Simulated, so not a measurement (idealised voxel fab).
Process module, titled voxel transistor to metal
Cross-section cut: width 265 nm, square cells of 5 nm.
Each cross-section below is a grid of square cells, stated as bands in top-down order, with one or more rows of cells making up each band. Band: top height; bottom height; in nm. Then, left to right: material with width in nm, for each material. "all across": a single material spanning edge to edge. "blank": empty space. Heights are reckoned from 0. Under this level, the received wafer is all of one material. The bottommost band is open-ended downward, for example "0 -> down". A two-number width, for instance "30->40", indicates that the width is equal to the first number in the top row of the band and to the second number in the bottom row, and that it changes by a constant amount per row of cells. "nothing was modified" (step): cross-section cells unchanged, all of them. The label "Closed void list" introduces a list of the empty spaces, 8 cells or larger, that have no open way up to the top; each entry in it reads width x height at distance, where the distance is taken from the left edge and all three are stated in nm. The remark found on a step's line after its settings is issued by the simulator itself and pertains to that step. Each step line may optionally specify "overlay nm", which for a step with a mask gives the rightward distance between the mask's planned place and where it lay, a negative value indicating the leftward direction. Guide to the pairs. Each holds a before and an after cross-section around one process step; the after cross-section is cut off at the lowest band that changed. Look under the pair for the step between them and its settings. Pairs can come from different runs of this module on the same starting wafer, so a pair follows on from the one above it only where its entry headed "Pre-step profile" says it does.

Pre-step profile:
	165 -> 130 | 25 of resist  15 of blank  110 of resist  15 of blank  100 of resist
	130 -> 115 | aC all across
	115 -> 90 | lowk all across
	90 -> 85 | SiCN all across
	85 -> 65 | 25 of lowk  5 of TiN  10 of Ru  5 of TiN  50 of lowk  5 of TiN  10 of Ru  5 of TiN  35 of lowk  5 of TiN  10 of Ru  5 of TiN  50 of lowk  5 of TiN  10 of Ru  5 of TiN  25 of lowk
	65 -> 60 | 25 of SiN  20 of TiN  50 of SiN  20 of TiN  35 of SiN  20 of TiN  50 of SiN  20 of TiN  25 of SiN
	60 -> 45 | 25 of SiO2  5 of TiN  10 of Ru  5 of TiN  50 of SiO2  5 of TiN  10 of Ru  5 of TiN  35 of SiO2  5 of TiN  10 of Ru  5 of TiN  50 of SiO2  5 of TiN  10 of Ru  5 of TiN  25 of SiO2
	45 -> 30 | 25 of SiO2  5 of TiN  10 of Ru  5 of TiN  5 of SiO2  10 of SiN  20 of SiCN  10 of SiN  5 of SiO2  5 of TiN  10 of Ru  5 of TiN  35 of SiO2  5 of TiN  10 of Ru  5 of TiN  5 of SiO2  10 of SiN  20 of SiCN  10 of SiN  5 of SiO2  5 of TiN  10 of Ru  5 of TiN  25 of SiO2
	30 -> 15 | 25 of SiO2  5 of TiN  10 of Ru  5 of TiN  5 of SiO2  10 of SiN  20 of polySi  10 of SiN  5 of SiO2  5 of TiN  10 of Ru  5 of TiN  35 of SiO2  5 of TiN  10 of Ru  5 of TiN  5 of SiO2  10 of SiN  20 of polySi  10 of SiN  5 of SiO2  5 of TiN  10 of Ru  5 of TiN  25 of SiO2
	15 -> 10 | 25 of SiO2  20 of TiN  5 of SiO2  10 of SiN  20 of polySi  10 of SiN  5 of SiO2  20 of TiN  35 of SiO2  20 of TiN  5 of SiO2  10 of SiN  20 of polySi  10 of SiN  5 of SiO2  20 of TiN  25 of SiO2
	10 -> 0 | 25 of SiO2  10 of TiN  15 of SiGe  10 of SiN  20 of polySi  10 of SiN  15 of SiGe  10 of TiN  35 of SiO2  10 of TiN  15 of SiGe  10 of SiN  20 of polySi  10 of SiN  15 of SiGe  10 of TiN  25 of SiO2
	0 -> -5 | 25 of SiO2  25 of SiGe  40 of SiO2  30 of SiGe  30 of SiO2  25 of SiGe  40 of SiO2  30 of SiGe  20 of SiO2
	-5 -> -15 | 30 of SiO2  20 of SiGe  40 of Si  25 of SiGe  40 of SiO2  20 of SiGe  40 of Si  25 of SiGe  25 of SiO2
	-15 -> -30 | 30 of SiO2  85 of Si  40 of SiO2  85 of Si  25 of SiO2
	-30 -> down | Si all across
	Closed void list: none

Post-Step Cross-Section:
	150 -> 130 | 25 of resist  15 of blank  110 of resist  15 of blank  100 of resist
	130 -> 115 | 25 of aC  15 of blank  110 of aC  15 of blank  100 of aC
	Lower than 115, everything is as it was.
	Closed void list: none
The two cross-sections above are separated by a single process step, namely DIRECTIONAL_ETCH (etch materials aC; depth nm 15)

Pre-step profile: This step starts from the configuration shown after the step in the pair immediately above.

Post-Step Cross-Section:
	130 -> 115 | 25 of aC  15 of blank  110 of aC  15 of blank  100 of aC
	Lower than 115, everything is as it was.
	Closed void list: none
The two cross-sections above are separated by a single process step, namely STRIP (etch materials resist)

Pre-step profile: This step starts from the configuration shown after the step in the pair immediately above.

Post-Step Cross-Section:
	130 -> 115 | 25 of aC  15 of blank  110 of aC  15 of blank  100 of aC
	115 -> 90 | 25 of lowk  15 of blank  110 of lowk  15 of blank  100 of lowk
	Lower than 90, everything is as it was.
	Closed void list: none
The two cross-sections above are separated by a single process step, namely DIRECTIONAL_ETCH (etch materials lowk; depth nm 25)

Pre-step profile: This step starts from the configuration shown after the step in the pair immediately above.

Post-Step Cross-Section:
	115 -> 90 | 25 of lowk  15 of blank  110 of lowk  15 of blank  100 of lowk
	Lower than 90, everything is as it was.
	Closed void list: none
The two cross-sections above are separated by a single process step, namely STRIP (etch materials aC)

Pre-step profile: This step starts from the configuration shown after the step in the pair immediately above.

Post-Step Cross-Section:
	135 -> 115 | 25 of resist  20 of blank  105 of resist  20 of blank  95 of resist
	Lower than 115, everything is as it was.
	Closed void list: none
The two cross-sections above are separated by a single process step, namely PATTERN (tone open; mask id METAL_2; material resist; width nm 20; pitch nm 125; thk nm 20; overlay nm 0)

Pre-step profile: This step starts from the configuration shown after the step in the pair immediately above.

Post-Step Cross-Section:
	135 -> 115 | 25 of resist  20 of blank  105 of resist  20 of blank  95 of resist
	115 -> 100 | 25 of lowk  20 of blank  105 of lowk  20 of blank  95 of lowk
	Lower than 100, everything is as it was.
	Closed void list: none
The two cross-sections above are separated by a single process step, namely DIRECTIONAL_ETCH (etch materials lowk; depth nm 15)

Pre-step profile: This step starts from the configuration shown after the step in the pair immediately above.

Post-Step Cross-Section:
	135 -> 115 | 25 of resist  20 of blank  105 of resist  20 of blank  95 of resist
	115 -> 100 | 25 of lowk  20 of blank  105 of lowk  20 of blank  95 of lowk
	100 -> 90 | 25 of lowk  15 of blank  110 of lowk  15 of blank  100 of lowk
	90 -> 85 | 25 of SiCN  15 of blank  110 of SiCN  15 of blank  100 of SiCN
	Lower than 85, everything is as it was.
	Closed void list: none
The two cross-sections above are separated by a single process step, namely DIRECTIONAL_ETCH (etch materials SiCN; depth nm 5)

Pre-step profile: This step starts from the configuration shown after the step in the pair immediately above.

Post-Step Cross-Section:
	115 -> 100 | 25 of lowk  20 of blank  105 of lowk  20 of blank  95 of lowk
	Lower than 100, everything is as it was.
	Closed void list: none
The two cross-sections above are separated by a single process step, namely STRIP (etch materials resist)

Pre-step profile: This step starts from the configuration shown after the step in the pair immediately above.

Post-Step Cross-Section:
	120 -> 115 | 30 of TiN  10 of blank  115 of TiN  10 of blank  100 of TiN
	115 -> 105 | 25 of lowk  5 of TiN  10 of blank  5 of TiN  105 of lowk  5 of TiN  10 of blank  5 of TiN  95 of lowk
	105 -> 100 | 25 of lowk  5 of TiN  5 of blank  10 of TiN  105 of lowk  5 of TiN  5 of blank  10 of TiN  95 of lowk
	100 -> 90 | 25 of lowk  5 of TiN  5 of blank  5 of TiN  110 of lowk  5 of TiN  5 of blank  5 of TiN  100 of lowk
	90 -> 85 | 25 of SiCN  15 of TiN  110 of SiCN  15 of TiN  100 of SiCN
	Lower than 85, everything is as it was.
	Closed void list: none
The two cross-sections above are separated by a single process step, namely CONFORMAL_DEP (material TiN; thk nm 5)

Pre-step profile: This step starts from the configuration shown after the step in the pair immediately above.

Post-Step Cross-Section:
	130 -> 120 | Ru all across
	120 -> 115 | 30 of TiN  10 of Ru  115 of TiN  10 of Ru  100 of TiN
	115 -> 105 | 25 of lowk  5 of TiN  10 of Ru  5 of TiN  105 of lowk  5 of TiN  10 of Ru  5 of TiN  95 of lowk
	105 -> 100 | 25 of lowk  5 of TiN  5 of Ru  10 of TiN  105 of lowk  5 of TiN  5 of Ru  10 of TiN  95 of lowk
	100 -> 90 | 25 of lowk  5 of TiN  5 of Ru  5 of TiN  110 of lowk  5 of TiN  5 of Ru  5 of TiN  100 of lowk
	Lower than 90, everything is as it was.
	Closed void list: none
The two cross-sections above are separated by a single process step, namely FILL_DEP (material Ru; thk nm 10)

Pre-step profile: This step starts from the configuration shown after the step in the pair immediately above.

Post-Step Cross-Section:
	115 -> 105 | 25 of lowk  5 of TiN  10 of Ru  5 of TiN  105 of lowk  5 of TiN  10 of Ru  5 of TiN  95 of lowk
	Lower than 105, everything is as it was.
	Closed void list: none
The two cross-sections above are separated by a single process step, namely CMP (height nm 115)

Pre-step profile: This step starts from the configuration shown after the step in the pair immediately above.

Post-Step Cross-Section:
	120 -> 115 | SiN all across
	Lower than 115, everything is as it was.
	Closed void list: none
The two cross-sections above are separated by a single process step, namely CONFORMAL_DEP (material SiN; thk nm 5)

Pre-step profile:
	130 -> 115 | aC all across
	115 -> 90 | lowk all across
	90 -> 85 | SiCN all across
	85 -> 65 | 25 of lowk  5 of TiN  10 of Ru  5 of TiN  50 of lowk  5 of TiN  10 of Ru  5 of TiN  35 of lowk  5 of TiN  10 of Ru  5 of TiN  50 of lowk  5 of TiN  10 of Ru  5 of TiN  25 of lowk
	65 -> 60 | 25 of SiN  20 of TiN  50 of SiN  20 of TiN  35 of SiN  20 of TiN  50 of SiN  20 of TiN  25 of SiN
	60 -> 45 | 25 of SiO2  5 of TiN  10 of Ru  5 of TiN  50 of SiO2  5 of TiN  10 of Ru  5 of TiN  35 of SiO2  5 of TiN  10 of Ru  5 of TiN  50 of SiO2  5 of TiN  10 of Ru  5 of TiN  25 of SiO2
	45 -> 30 | 25 of SiO2  5 of TiN  10 of Ru  5 of TiN  5 of SiO2  10 of SiN  20 of SiCN  10 of SiN  5 of SiO2  5 of TiN  10 of Ru  5 of TiN  35 of SiO2  5 of TiN  10 of Ru  5 of TiN  5 of SiO2  10 of SiN  20 of SiCN  10 of SiN  5 of SiO2  5 of TiN  10 of Ru  5 of TiN  25 of SiO2
	30 -> 15 | 25 of SiO2  5 of TiN  10 of Ru  5 of TiN  5 of SiO2  10 of SiN  20 of polySi  10 of SiN  5 of SiO2  5 of TiN  10 of Ru  5 of TiN  35 of SiO2  5 of TiN  10 of Ru  5 of TiN  5 of SiO2  10 of SiN  20 of polySi  10 of SiN  5 of SiO2  5 of TiN  10 of Ru  5 of TiN  25 of SiO2
	15 -> 10 | 25 of SiO2  20 of TiN  5 of SiO2  10 of SiN  20 of polySi  10 of SiN  5 of SiO2  20 of TiN  35 of SiO2  20 of TiN  5 of SiO2  10 of SiN  20 of polySi  10 of SiN  5 of SiO2  20 of TiN  25 of SiO2
	10 -> 0 | 25 of SiO2  10 of TiN  15 of SiGe  10 of SiN  20 of polySi  10 of SiN  15 of SiGe  10 of TiN  35 of SiO2  10 of TiN  15 of SiGe  10 of SiN  20 of polySi  10 of SiN  15 of SiGe  10 of TiN  25 of SiO2
	0 -> -5 | 20 of SiO2  30 of SiGe  40 of SiO2  30 of SiGe  25 of SiO2  30 of SiGe  40 of SiO2  30 of SiGe  20 of SiO2
	-5 -> -15 | 25 of SiO2  25 of SiGe  40 of Si  25 of SiGe  35 of SiO2  25 of SiGe  40 of Si  25 of SiGe  25 of SiO2
	-15 -> -30 | 25 of SiO2  90 of Si  35 of SiO2  90 of Si  25 of SiO2
	-30 -> down | Si all across
	Closed void list: none

Post-Step Cross-Section:
	165 -> 130 | 35 of resist  15 of blank  110 of resist  15 of blank  90 of resist
	Lower than 130, everything is as it was.
	Closed void list: none
The two cross-sections above are separated by a single process step, namely PATTERN (tone open; mask id METAL_2_HOLES; material resist; width nm 15; pitch nm 125; thk nm 35; overlay nm 10)

Pre-step profile: This step starts from the configuration shown after the step in the pair immediately above.

Post-Step Cross-Section:
	150 -> 130 | 35 of resist  15 of blank  110 of resist  15 of blank  90 of resist
	130 -> 115 | 35 of aC  15 of blank  110 of aC  15 of blank  90 of aC
	Lower than 115, everything is as it was.
	Closed void list: none
The two cross-sections above are separated by a single process step, namely DIRECTIONAL_ETCH (etch materials aC; depth nm 15)

Pre-step profile: This step starts from the configuration shown after the step in the pair immediately above.

Post-Step Cross-Section:
	130 -> 115 | 35 of aC  15 of blank  110 of aC  15 of blank  90 of aC
	Lower than 115, everything is as it was.
	Closed void list: none
The two cross-sections above are separated by a single process step, namely STRIP (etch materials resist)

Pre-step profile: This step starts from the configuration shown after the step in the pair immediately above.

Post-Step Cross-Section:
	130 -> 115 | 35 of aC  15 of blank  110 of aC  15 of blank  90 of aC
	115 -> 90 | 35 of lowk  15 of blank  110 of lowk  15 of blank  90 of lowk
	Lower than 90, everything is as it was.
	Closed void list: none
The two cross-sections above are separated by a single process step, namely DIRECTIONAL_ETCH (etch materials lowk; depth nm 25)

Pre-step profile: This step starts from the configuration shown after the step in the pair immediately above.

Post-Step Cross-Section:
	115 -> 90 | 35 of lowk  15 of blank  110 of lowk  15 of blank  90 of lowk
	Lower than 90, everything is as it was.
	Closed void list: none
The two cross-sections above are separated by a single process step, namely STRIP (etch materials aC)

Pre-step profile: This step starts from the configuration shown after the step in the pair immediately above.

Post-Step Cross-Section:
	135 -> 115 | 25 of resist  20 of blank  105 of resist  20 of blank  95 of resist
	115 -> 90 | 35 of lowk  10 of blank  5 of resist  110 of lowk  10 of blank  5 of resist  90 of lowk
	Lower than 90, everything is as it was.
	Closed void list: none
The two cross-sections above are separated by a single process step, namely PATTERN (tone open; mask id METAL_2; material resist; width nm 20; pitch nm 125; thk nm 20; overlay nm 0)

Pre-step profile: This step starts from the configuration shown after the step in the pair immediately above.

Post-Step Cross-Section:
	135 -> 115 | 25 of resist  20 of blank  105 of resist  20 of blank  95 of resist
	115 -> 100 | 25 of lowk  20 of blank  5 of resist  100 of lowk  20 of blank  5 of resist  90 of lowk
	Lower than 100, everything is as it was.
	Closed void list: none
The two cross-sections above are separated by a single process step, namely DIRECTIONAL_ETCH (etch materials lowk; depth nm 15)

Pre-step profile: This step starts from the configuration shown after the step in the pair immediately above.

Post-Step Cross-Section:
	135 -> 115 | 25 of resist  20 of blank  105 of resist  20 of blank  95 of resist
	115 -> 100 | 25 of lowk  20 of blank  5 of resist  100 of lowk  20 of blank  5 of resist  90 of lowk
	100 -> 90 | 35 of lowk  10 of blank  5 of resist  110 of lowk  10 of blank  5 of resist  90 of lowk
	90 -> 85 | 35 of SiCN  10 of blank  115 of SiCN  10 of blank  95 of SiCN
	Lower than 85, everything is as it was.
	Closed void list: none
The two cross-sections above are separated by a single process step, namely DIRECTIONAL_ETCH (etch materials SiCN; depth nm 5)

Pre-step profile: This step starts from the configuration shown after the step in the pair immediately above.

Post-Step Cross-Section:
	115 -> 100 | 25 of lowk  25 of blank  100 of lowk  25 of blank  90 of lowk
	100 -> 90 | 35 of lowk  15 of blank  110 of lowk  15 of blank  90 of lowk
	Lower than 90, everything is as it was.
	Closed void list: none
The two cross-sections above are separated by a single process step, namely STRIP (etch materials resist)

Pre-step profile: This step starts from the configuration shown after the step in the pair immediately above.

Post-Step Cross-Section:
	120 -> 115 | 30 of TiN  15 of blank  110 of TiN  15 of blank  95 of TiN
	115 -> 105 | 25 of lowk  5 of TiN  15 of blank  5 of TiN  100 of lowk  5 of TiN  15 of blank  5 of TiN  90 of lowk
	105 -> 95 | 25->35 of lowk  15->5 of TiN  5 of blank  5 of TiN  100->110 of lowk  15->5 of TiN  5 of blank  5 of TiN  90 of lowk
	95 -> 90 | 35 of lowk  15 of TiN  110 of lowk  15 of TiN  90 of lowk
	90 -> 85 | 35 of SiCN  10 of TiN  115 of SiCN  10 of TiN  95 of SiCN
	Lower than 85, everything is as it was.
	Closed void list: none
The two cross-sections above are separated by a single process step, namely CONFORMAL_DEP (material TiN; thk nm 5)

Pre-step profile: This step starts from the configuration shown after the step in the pair immediately above.

Post-Step Cross-Section:
	130 -> 120 | Ru all across
	120 -> 115 | 30 of TiN  15 of Ru  110 of TiN  15 of Ru  95 of TiN
	115 -> 105 | 25 of lowk  5 of TiN  15 of Ru  5 of TiN  100 of lowk  5 of TiN  15 of Ru  5 of TiN  90 of lowk
	105 -> 95 | 25->35 of lowk  15->5 of TiN  5 of Ru  5 of TiN  100->110 of lowk  15->5 of TiN  5 of Ru  5 of TiN  90 of lowk
	Lower than 95, everything is as it was.
	Closed void list: none
The two cross-sections above are separated by a single process step, namely FILL_DEP (material Ru; thk nm 10)

Pre-step profile: This step starts from the configuration shown after the step in the pair immediately above.

Post-Step Cross-Section:
	115 -> 105 | 25 of lowk  5 of TiN  15 of Ru  5 of TiN  100 of lowk  5 of TiN  15 of Ru  5 of TiN  90 of lowk
	Lower than 105, everything is as it was.
	Closed void list: none
The two cross-sections above are separated by a single process step, namely CMP (height nm 115)

Pre-step profile: This step starts from the configuration shown after the step in the pair immediately above.

Post-Step Cross-Section:
	120 -> 115 | SiN all across
	Lower than 115, everything is as it was.
	Closed void list: none
The two cross-sections above are separated by a single process step, namely CONFORMAL_DEP (material SiN; thk nm 5)

Pre-step profile:
	85 -> 65 | 25 of lowk  5 of TiN  10 of Ru  5 of TiN  50 of lowk  5 of TiN  10 of Ru  5 of TiN  35 of lowk  5 of TiN  10 of Ru  5 of TiN  50 of lowk  5 of TiN  10 of Ru  5 of TiN  25 of lowk
	65 -> 60 | 25 of SiN  20 of TiN  50 of SiN  20 of TiN  35 of SiN  20 of TiN  50 of SiN  20 of TiN  25 of SiN
	60 -> 45 | 25 of SiO2  5 of TiN  10 of Ru  5 of TiN  50 of SiO2  5 of TiN  10 of Ru  5 of TiN  35 of SiO2  5 of TiN  10 of Ru  5 of TiN  50 of SiO2  5 of TiN  10 of Ru  5 of TiN  25 of SiO2
	45 -> 30 | 25 of SiO2  5 of TiN  10 of Ru  5 of TiN  5 of SiO2  10 of SiN  20 of SiCN  10 of SiN  5 of SiO2  5 of TiN  10 of Ru  5 of TiN  35 of SiO2  5 of TiN  10 of Ru  5 of TiN  5 of SiO2  10 of SiN  20 of SiCN  10 of SiN  5 of SiO2  5 of TiN  10 of Ru  5 of TiN  25 of SiO2
	30 -> 15 | 25 of SiO2  5 of TiN  10 of Ru  5 of TiN  5 of SiO2  10 of SiN  20 of polySi  10 of SiN  5 of SiO2  5 of TiN  10 of Ru  5 of TiN  35 of SiO2  5 of TiN  10 of Ru  5 of TiN  5 of SiO2  10 of SiN  20 of polySi  10 of SiN  5 of SiO2  5 of TiN  10 of Ru  5 of TiN  25 of SiO2
	15 -> 10 | 25 of SiO2  20 of TiN  5 of SiO2  10 of SiN  20 of polySi  10 of SiN  5 of SiO2  20 of TiN  35 of SiO2  20 of TiN  5 of SiO2  10 of SiN  20 of polySi  10 of SiN  5 of SiO2  20 of TiN  25 of SiO2
	10 -> 0 | 25 of SiO2  10 of TiN  15 of SiGe  10 of SiN  20 of polySi  10 of SiN  15 of SiGe  10 of TiN  35 of SiO2  10 of TiN  15 of SiGe  10 of SiN  20 of polySi  10 of SiN  15 of SiGe  10 of TiN  25 of SiO2
	0 -> -5 | 20 of SiO2  30 of SiGe  40 of SiO2  30 of SiGe  25 of SiO2  30 of SiGe  40 of SiO2  30 of SiGe  20 of SiO2
	-5 -> -15 | 25 of SiO2  25 of SiGe  40 of Si  25 of SiGe  35 of SiO2  25 of SiGe  40 of Si  25 of SiGe  25 of SiO2
	-15 -> -30 | 25 of SiO2  90 of Si  35 of SiO2  90 of Si  25 of SiO2
	-30 -> down | Si all across
	Closed void list: none

Post-Step Cross-Section:
	90 -> 85 | lowk all across
	Lower than 85, everything is as it was.
	Closed void list: none
The two cross-sections above are separated by a single process step, namely CONFORMAL_DEP (material lowk; thk nm 5)

Pre-step profile: This step starts from the configuration shown after the step in the pair immediately above.

Post-Step Cross-Section:
	115 -> 85 | lowk all across
	Lower than 85, everything is as it was.
	Closed void list: none
The two cross-sections above are separated by a single process step, namely DIRECTIONAL_DEP (material lowk; thk nm 25)

Pre-step profile: This step starts from the configuration shown after the step in the pair immediately above.

Post-Step Cross-Section:
	130 -> 115 | aC all across
	Lower than 115, everything is as it was.
	Closed void list: none
The two cross-sections above are separated by a single process step, namely DIRECTIONAL_DEP (material aC; thk nm 15)

Pre-step profile: This step starts from the configuration shown after the step in the pair immediately above.

Post-Step Cross-Section:
	165 -> 130 | 25 of resist  15 of blank  110 of resist  15 of blank  100 of resist
	Lower than 130, everything is as it was.
	Closed void list: none
The two cross-sections above are separated by a single process step, namely PATTERN (tone open; mask id METAL_2_HOLES; material resist; width nm 15; pitch nm 125; thk nm 35; overlay nm 0)

Pre-step profile: This step starts from the configuration shown after the step in the pair immediately above.

Post-Step Cross-Section:
	150 -> 130 | 25 of resist  15 of blank  110 of resist  15 of blank  100 of resist
	130 -> 115 | 25 of aC  15 of blank  110 of aC  15 of blank  100 of aC
	Lower than 115, everything is as it was.
	Closed void list: none
The two cross-sections above are separated by a single process step, namely DIRECTIONAL_ETCH (etch materials aC; depth nm 15)

Pre-step profile: This step starts from the configuration shown after the step in the pair immediately above.

Post-Step Cross-Section:
	130 -> 115 | 25 of aC  15 of blank  110 of aC  15 of blank  100 of aC
	Lower than 115, everything is as it was.
	Closed void list: none
The two cross-sections above are separated by a single process step, namely STRIP (etch materials resist)

Pre-step profile: This step starts from the configuration shown after the step in the pair immediately above.

Post-Step Cross-Section:
	130 -> 115 | 25 of aC  15 of blank  110 of aC  15 of blank  100 of aC
	115 -> 90 | 25 of lowk  15 of blank  110 of lowk  15 of blank  100 of lowk
	Lower than 90, everything is as it was.
	Closed void list: none
The two cross-sections above are separated by a single process step, namely DIRECTIONAL_ETCH (etch materials lowk; depth nm 25)

Pre-step profile: This step starts from the configuration shown after the step in the pair immediately above.

Post-Step Cross-Section:
	115 -> 90 | 25 of lowk  15 of blank  110 of lowk  15 of blank  100 of lowk
	Lower than 90, everything is as it was.
	Closed void list: none
The two cross-sections above are separated by a single process step, namely STRIP (etch materials aC)

Pre-step profile: This step starts from the configuration shown after the step in the pair immediately above.

Post-Step Cross-Section:
	135 -> 115 | 25 of resist  20 of blank  105 of resist  20 of blank  95 of resist
	Lower than 115, everything is as it was.
	Closed void list: none
The two cross-sections above are separated by a single process step, namely PATTERN (tone open; mask id METAL_2; material resist; width nm 20; pitch nm 125; thk nm 20; overlay nm 0)

Pre-step profile: This step starts from the configuration shown after the step in the pair immediately above.

Post-Step Cross-Section:
	135 -> 115 | 25 of resist  20 of blank  105 of resist  20 of blank  95 of resist
	115 -> 100 | 25 of lowk  20 of blank  105 of lowk  20 of blank  95 of lowk
	100 -> 85 | 25 of lowk  15 of blank  110 of lowk  15 of blank  100 of lowk
	Lower than 85, everything is as it was.
	Closed void list: none
The two cross-sections above are separated by a single process step, namely DIRECTIONAL_ETCH (etch materials lowk; depth nm 15)

Pre-step profile: This step starts from the configuration shown after the step in the pair immediately above.

Post-Step Cross-Section:
	115 -> 100 | 25 of lowk  20 of blank  105 of lowk  20 of blank  95 of lowk
	Lower than 100, everything is as it was.
	Closed void list: none
The two cross-sections above are separated by a single process step, namely STRIP (etch materials resist)

Pre-step profile: This step starts from the configuration shown after the step in the pair immediately above.

Post-Step Cross-Section:
	120 -> 115 | 30 of TiN  10 of blank  115 of TiN  10 of blank  100 of TiN
	115 -> 105 | 25 of lowk  5 of TiN  10 of blank  5 of TiN  105 of lowk  5 of TiN  10 of blank  5 of TiN  95 of lowk
	105 -> 100 | 25 of lowk  5 of TiN  5 of blank  10 of TiN  105 of lowk  5 of TiN  5 of blank  10 of TiN  95 of lowk
	100 -> 90 | 25 of lowk  5 of TiN  5 of blank  5 of TiN  110 of lowk  5 of TiN  5 of blank  5 of TiN  100 of lowk
	90 -> 85 | 25 of lowk  15 of TiN  110 of lowk  15 of TiN  100 of lowk
	Lower than 85, everything is as it was.
	Closed void list: none
The two cross-sections above are separated by a single process step, namely CONFORMAL_DEP (material TiN; thk nm 5)

Pre-step profile: This step starts from the configuration shown after the step in the pair immediately above.

Post-Step Cross-Section:
	130 -> 120 | Ru all across
	120 -> 115 | 30 of TiN  10 of Ru  115 of TiN  10 of Ru  100 of TiN
	115 -> 105 | 25 of lowk  5 of TiN  10 of Ru  5 of TiN  105 of lowk  5 of TiN  10 of Ru  5 of TiN  95 of lowk
	105 -> 100 | 25 of lowk  5 of TiN  5 of Ru  10 of TiN  105 of lowk  5 of TiN  5 of Ru  10 of TiN  95 of lowk
	100 -> 90 | 25 of lowk  5 of TiN  5 of Ru  5 of TiN  110 of lowk  5 of TiN  5 of Ru  5 of TiN  100 of lowk
	Lower than 90, everything is as it was.
	Closed void list: none
The two cross-sections above are separated by a single process step, namely FILL_DEP (material Ru; thk nm 10)

Pre-step profile: This step starts from the configuration shown after the step in the pair immediately above.

Post-Step Cross-Section:
	115 -> 105 | 25 of lowk  5 of TiN  10 of Ru  5 of TiN  105 of lowk  5 of TiN  10 of Ru  5 of TiN  95 of lowk
	Lower than 105, everything is as it was.
	Closed void list: none
The two cross-sections above are separated by a single process step, namely CMP (height nm 115)

Pre-step profile: This step starts from the configuration shown after the step in the pair immediately above.

Post-Step Cross-Section:
	120 -> 115 | SiN all across
	Lower than 115, everything is as it was.
	Closed void list: none
The two cross-sections above are separated by a single process step, namely CONFORMAL_DEP (material SiN; thk nm 5)

Pre-step profile:
	85 -> 65 | lowk all across
	65 -> 60 | SiN all across
	60 -> 45 | 25 of SiO2  5 of TiN  10 of Ru  5 of TiN  50 of SiO2  5 of TiN  10 of Ru  5 of TiN  35 of SiO2  5 of TiN  10 of Ru  5 of TiN  50 of SiO2  5 of TiN  10 of Ru  5 of TiN  25 of SiO2
	45 -> 30 | 25 of SiO2  5 of TiN  10 of Ru  5 of TiN  5 of SiO2  10 of SiN  20 of SiCN  10 of SiN  5 of SiO2  5 of TiN  10 of Ru  5 of TiN  35 of SiO2  5 of TiN  10 of Ru  5 of TiN  5 of SiO2  10 of SiN  20 of SiCN  10 of SiN  5 of SiO2  5 of TiN  10 of Ru  5 of TiN  25 of SiO2
	30 -> 15 | 25 of SiO2  5 of TiN  10 of Ru  5 of TiN  5 of SiO2  10 of SiN  20 of polySi  10 of SiN  5 of SiO2  5 of TiN  10 of Ru  5 of TiN  35 of SiO2  5 of TiN  10 of Ru  5 of TiN  5 of SiO2  10 of SiN  20 of polySi  10 of SiN  5 of SiO2  5 of TiN  10 of Ru  5 of TiN  25 of SiO2
	15 -> 10 | 25 of SiO2  20 of TiN  5 of SiO2  10 of SiN  20 of polySi  10 of SiN  5 of SiO2  20 of TiN  35 of SiO2  20 of TiN  5 of SiO2  10 of SiN  20 of polySi  10 of SiN  5 of SiO2  20 of TiN  25 of SiO2
	10 -> 0 | 25 of SiO2  10 of TiN  15 of SiGe  10 of SiN  20 of polySi  10 of SiN  15 of SiGe  10 of TiN  35 of SiO2  10 of TiN  15 of SiGe  10 of SiN  20 of polySi  10 of SiN  15 of SiGe  10 of TiN  25 of SiO2
	0 -> -5 | 20 of SiO2  30 of SiGe  40 of SiO2  30 of SiGe  25 of SiO2  30 of SiGe  40 of SiO2  30 of SiGe  20 of SiO2
	-5 -> -15 | 25 of SiO2  25 of SiGe  40 of Si  25 of SiGe  35 of SiO2  25 of SiGe  40 of Si  25 of SiGe  25 of SiO2
	-15 -> -30 | 25 of SiO2  90 of Si  35 of SiO2  90 of Si  25 of SiO2
	-30 -> down | Si all across
	Closed void list: none

Post-Step Cross-Section:
	105 -> 85 | 25 of blank  20 of resist  50 of blank  20 of resist  35 of blank  20 of resist  50 of blank  20 of resist  25 of blank
	Lower than 85, everything is as it was.
	Closed void list: none
The two cross-sections above are separated by a single process step, namely PATTERN (tone cover; mask id METAL_1; material resist; width nm 20; thk nm 20; overlay nm 0)

Pre-step profile: This step starts from the configuration shown after the step in the pair immediately above.

Post-Step Cross-Section:
	105 -> 85 | 25 of blank  20 of resist  50 of blank  20 of resist  35 of blank  20 of resist  50 of blank  20 of resist  25 of blank
	85 -> 65 | 25 of blank  20 of lowk  50 of blank  20 of lowk  35 of blank  20 of lowk  50 of blank  20 of lowk  25 of blank
	Lower than 65, everything is as it was.
	Closed void list: none
The two cross-sections above are separated by a single process step, namely DIRECTIONAL_ETCH (etch materials lowk; depth nm 20)

Pre-step profile: This step starts from the configuration shown after the step in the pair immediately above.

Post-Step Cross-Section:
	105 -> 85 | 25 of blank  20 of resist  50 of blank  20 of resist  35 of blank  20 of resist  50 of blank  20 of resist  25 of blank
	85 -> 65 | 25 of blank  20 of lowk  50 of blank  20 of lowk  35 of blank  20 of lowk  50 of blank  20 of lowk  25 of blank
	65 -> 60 | 25 of blank  20 of SiN  50 of blank  20 of SiN  35 of blank  20 of SiN  50 of blank  20 of SiN  25 of blank
	Lower than 60, everything is as it was.
	Closed void list: none
The two cross-sections above are separated by a single process step, namely DIRECTIONAL_ETCH (etch materials SiN; depth nm 5)

Pre-step profile: This step starts from the configuration shown after the step in the pair immediately above.

Post-Step Cross-Section:
	85 -> 65 | 25 of blank  20 of lowk  50 of blank  20 of lowk  35 of blank  20 of lowk  50 of blank  20 of lowk  25 of blank
	Lower than 65, everything is as it was.
	Closed void list: none
The two cross-sections above are separated by a single process step, namely STRIP (etch materials resist)

Pre-step profile: This step starts from the configuration shown after the step in the pair immediately above.

Post-Step Cross-Section:
	90 -> 85 | 20 of blank  30 of TiN  40 of blank  30 of TiN  25 of blank  30 of TiN  40 of blank  30 of TiN  20 of blank
	85 -> 65 | 20 of blank  5 of TiN  20 of lowk  5 of TiN  40 of blank  5 of TiN  20 of lowk  5 of TiN  25 of blank  5 of TiN  20 of lowk  5 of TiN  40 of blank  5 of TiN  20 of lowk  5 of TiN  20 of blank
	65 -> 60 | 25 of TiN  20 of SiN  50 of TiN  20 of SiN  35 of TiN  20 of SiN  50 of TiN  20 of SiN  25 of TiN
	Lower than 60, everything is as it was.
	Closed void list: none
The two cross-sections above are separated by a single process step, namely CONFORMAL_DEP (material TiN; thk nm 5)
